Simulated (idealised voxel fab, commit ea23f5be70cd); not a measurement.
process module | voxel ribs on slabs
cross-section cut | 225 nm wide | cells 5 nm
A cross-section is a grid of square cells, given in bands from the top down. A band is one or more rows of cells.
Each band's line starts with the height of the band's top and of its bottom, in nm. Then come its materials from left to right, each with its width in nm. One material with "throughout" fills the band from edge to edge. "air" is empty space.
Height 0 is the level under which the wafer as received is all one material. The lowest band goes on downwards, as in "0 down".
A width such as "30 to 40" changes by the same amount from each row of cells to the next, from the band's top row to its bottom row.
"no change" after a step means that no cell of the cross-section changed.
closed voids: empty space of 8 cells or more with no open way to the top, each as width x height at its distance from the left edge, in nm
after a step's settings: what the simulator itself notes on the step
overlay nm, on a step with a mask: how far to the right of its planned place the mask lay; to the left if negative
plan
1 op RECEIVE | material Si
2 op DIRECTIONAL_DEP | material SiO2 | thk nm 15
3 op DIRECTIONAL_DEP | material SiN | thk nm 15
4 op PATTERN | tone cover | mask id RIB | material resist | width nm 15 | thk nm 20 | overlay nm 0
5 op DIRECTIONAL_ETCH | etch materials SiN | depth nm 10
6 op STRIP | etch materials resist
7 op PATTERN | tone cover | mask id SLAB | material resist | width nm 65 | thk nm 20 | overlay nm 0
8 op DIRECTIONAL_ETCH | etch materials SiN | depth nm 5
9 op STRIP | etch materials resist
10 op FILL_DEP | material SiO2 | thk nm 20
11 op CMP | height nm 50
12 op DIRECTIONAL_DEP | material TiN | thk nm 10
13 op PATTERN | tone cover | mask id HEATER | material resist | width nm 25 | thk nm 15 | overlay nm 0
14 op DIRECTIONAL_ETCH | etch materials TiN | depth nm 10
15 op STRIP | etch materials resist
16 op CONFORMAL_DEP | material SiN | thk nm 10
varied across the wafers: thk nm of step 2. The plan shows the first wafer's value. All wafers start alike
first wafer as received, after step 1
  0 down: Si throughout
  closed voids: none
first wafer at the end, after step 16
  70 to 60: air 90 | SiN 45 | air 90
  60 to 50: SiN 100 | TiN 25 | SiN 100
  50 to 30: SiO2 throughout
  30 to 20: SiO2 105 | SiN 15 | SiO2 105
  20 to 15: SiO2 80 | SiN 65 | SiO2 80
  15 to 0: SiO2 throughout
  0 down: Si throughout
  closed voids: none
last wafer at the end
  70 to 60: air 90 | SiN 45 | air 90
  60 to 50: SiN 100 | TiN 25 | SiN 100
  50 to 40: SiO2 105 | SiN 15 | SiO2 105
  40 to 35: SiO2 80 | SiN 65 | SiO2 80
  35 to 0: SiO2 throughout
  0 down: Si throughout
  closed voids: none
each wafer at the end: cells of each material gained (+) or lost (-) since it was received, then its closed voids
thk nm 15 | +117 SiN | +431 SiO2 | +10 TiN | closed voids: none
thk nm 20 | +117 SiN | +431 SiO2 | +10 TiN | closed voids: none
thk nm 25 | +117 SiN | +431 SiO2 | +10 TiN | closed voids: none
thk nm 30 | +117 SiN | +431 SiO2 | +10 TiN | closed voids: none
thk nm 35 | +117 SiN | +431 SiO2 | +10 TiN | closed voids: none
